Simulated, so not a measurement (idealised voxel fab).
The following process module bears the name voxel wiring stack.
Each square cell in cross-section cut measures 5 nm, and the section as a whole is 190 nm wide.
Square cells in a grid make up a cross-section in this document, and the grid is given as bands, listed from the top down, each one or more rows of cells. For a band, the entry starts with two heights in nm, that of the top and then that of the bottom, and carries on with the band's materials in order from left to right, each alongside its width in nm; the word "all across" beside a single material means it fills the band edge to edge, and "empty" means empty space. It should be noted that heights are counted from 0, beneath which the wafer as supplied is of one material throughout, and that the lowest band possesses no lower boundary but continues downward, as written in "0 nm and below". Graded width ("30 to 40"): value in top row of band = first number; value in bottom row = second number; row-to-row change constant. "no modifications" after a step means that no cell of the cross-section changed. "Closed internal cavities" - sealed voids, min. 8 cells, no opening to top; format: width x height at distance (distance from left edge; nm throughout). Whatever follows a step's settings on its line is a remark the simulator itself makes about that step. If you see "overlay nm" on a step's line and that step has a mask, it's telling you how far right of where it was planned the mask ended up; a negative number means it went left instead.
## Below is the list of planned process steps
1,RECEIVE, material Si
2,CONFORMAL_DEP, material SiO2, thk nm 10
3,DIRECTIONAL_DEP, material TiN, thk nm 5
4,DIRECTIONAL_DEP, material Ru, thk nm 25
5,PATTERN, tone cover, mask id METAL_1, material resist, width nm 25, pitch nm 40, thk nm 15, overlay nm 0
6,DIRECTIONAL_ETCH, etch materials Ru, depth nm 25
7,DIRECTIONAL_ETCH, etch materials TiN, depth nm 5
8,STRIP, etch materials resist
9,CONFORMAL_DEP, material SiCN, thk nm 5
10,FILL_DEP, material SiO2, thk nm 10
11,CMP, height nm 40
12,CONFORMAL_DEP, material SiCN, thk nm 5
13,DIRECTIONAL_DEP, material SiO2, thk nm 10
14,MASKED_ETCH, tone open, mask id PLUG_1, width nm 15, pitch nm 40, etch materials SiO2, depth nm 10, overlay nm 0
15,MASKED_ETCH, tone open, mask id PLUG_1, width nm 15, pitch nm 40, etch materials SiCN, depth nm 5, overlay nm 0
16,CONFORMAL_DEP, material TiN, thk nm 5
17,FILL_DEP, material W, thk nm 10
18,CMP, height nm 55
19,CONFORMAL_DEP, material SiN, thk nm 5
20,DIRECTIONAL_DEP, material SiO2, thk nm 20
21,DIRECTIONAL_DEP, material aC, thk nm 15
22,PATTERN, tone open, mask id METAL_2, material resist, width nm 25, pitch nm 40, thk nm 30, overlay nm 0
23,DIRECTIONAL_ETCH, etch materials aC, depth nm 15
24,STRIP, etch materials resist
25,DIRECTIONAL_ETCH, etch materials SiO2, depth nm 20
26,DIRECTIONAL_ETCH, etch materials SiN, depth nm 5
27,STRIP, etch materials aC
28,CONFORMAL_DEP, material TiN, thk nm 5
29,FILL_DEP, material Cu, thk nm 10
30,CMP, height nm 80
31,EPI, material Ru, thk nm 5
32,FILL_DEP, material SiCN, thk nm 5
## Cross-section of the wafer at receipt, which is the condition after step 1
> 0 nm and below | Si all across
> Closed internal cavities: none
## Here's the cross-section of the first of our two wafers at the end of the module - it ran as planned
> 90 nm to 85 nm | SiCN all across
> 85 nm to 80 nm | SiCN (35); Ru (35); SiCN (5); Ru (35); SiCN (5); Ru (35); SiCN (40)
> 80 nm to 60 nm | SiO2 (40); TiN (5); Cu (15); TiN (5); SiO2 (15); TiN (5); Cu (15); TiN (5); SiO2 (15); TiN (5); Cu (15); TiN (5); SiO2 (45)
> 60 nm to 55 nm | SiN (40); TiN (25); SiN (15); TiN (25); SiN (15); TiN (25); SiN (45)
> 55 nm to 45 nm | SiO2 (40); TiN (5); W (5); TiN (5); SiO2 (25); TiN (5); W (5); TiN (5); SiO2 (25); TiN (5); W (5); TiN (5); SiO2 (55)
> 45 nm to 40 nm | SiCN (40); TiN (15); SiCN (25); TiN (15); SiCN (25); TiN (15); SiCN (55)
> 40 nm to 15 nm | SiO2 (35); SiCN (5); Ru (25); SiCN (5); SiO2 (5); SiCN (5); Ru (25); SiCN (5); SiO2 (5); SiCN (5); Ru (25); SiCN (5); SiO2 (40)
> 15 nm to 10 nm | SiCN (40); TiN (25); SiCN (15); TiN (25); SiCN (15); TiN (25); SiCN (45)
> 10 nm to 0 nm | SiO2 all across
> 0 nm and below | Si all across
> Closed internal cavities: none
## The second wafer, shown in cross-section after the module: started the same way as the first and given the same plan, yet one mistake crept into how it was run
> 90 nm to 85 nm | SiCN all across
> 85 nm to 80 nm | SiCN (35); Ru (35); SiCN (5); Ru (35); SiCN (5); Ru (35); SiCN (40)
> 80 nm to 60 nm | SiO2 (40); TiN (5); Cu (15); TiN (5); SiO2 (15); TiN (5); Cu (15); TiN (5); SiO2 (15); TiN (5); Cu (15); TiN (5); SiO2 (45)
> 60 nm to 55 nm | SiN (40); TiN (25); SiN (15); TiN (25); SiN (15); TiN (25); SiN (45)
> 55 nm to 45 nm | SiO2 (40); TiN (5); W (5); TiN (5); SiO2 (25); TiN (5); W (5); TiN (5); SiO2 (25); TiN (5); W (5); TiN (5); SiO2 (55)
> 45 nm to 40 nm | SiCN (40); TiN (15); SiCN (25); TiN (15); SiCN (25); TiN (15); SiCN (55)
> 40 nm to 20 nm | SiO2 (35); SiCN (5); Ru (25); SiCN (5); SiO2 (5); SiCN (5); Ru (25); SiCN (5); SiO2 (5); SiCN (5); Ru (25); SiCN (5); SiO2 (40)
> 20 nm to 15 nm | SiCN (40); Ru (25); SiCN (15); Ru (25); SiCN (15); Ru (25); SiCN (45)
> 15 nm to 5 nm | SiO2 all across
> 5 nm to 0 nm | TiN all across
> 0 nm and below | Si all across
> Closed internal cavities: none
It is concluded that the wafer was processed incorrectly with respect to the plan, in that steps 2 and 3: order swapped relative to plan
Heads up, by the end the second wafer has more or fewer cells of some materials compared to the first: SiCN: 6 fewer, SiO2: 17 fewer, TiN: 23 more
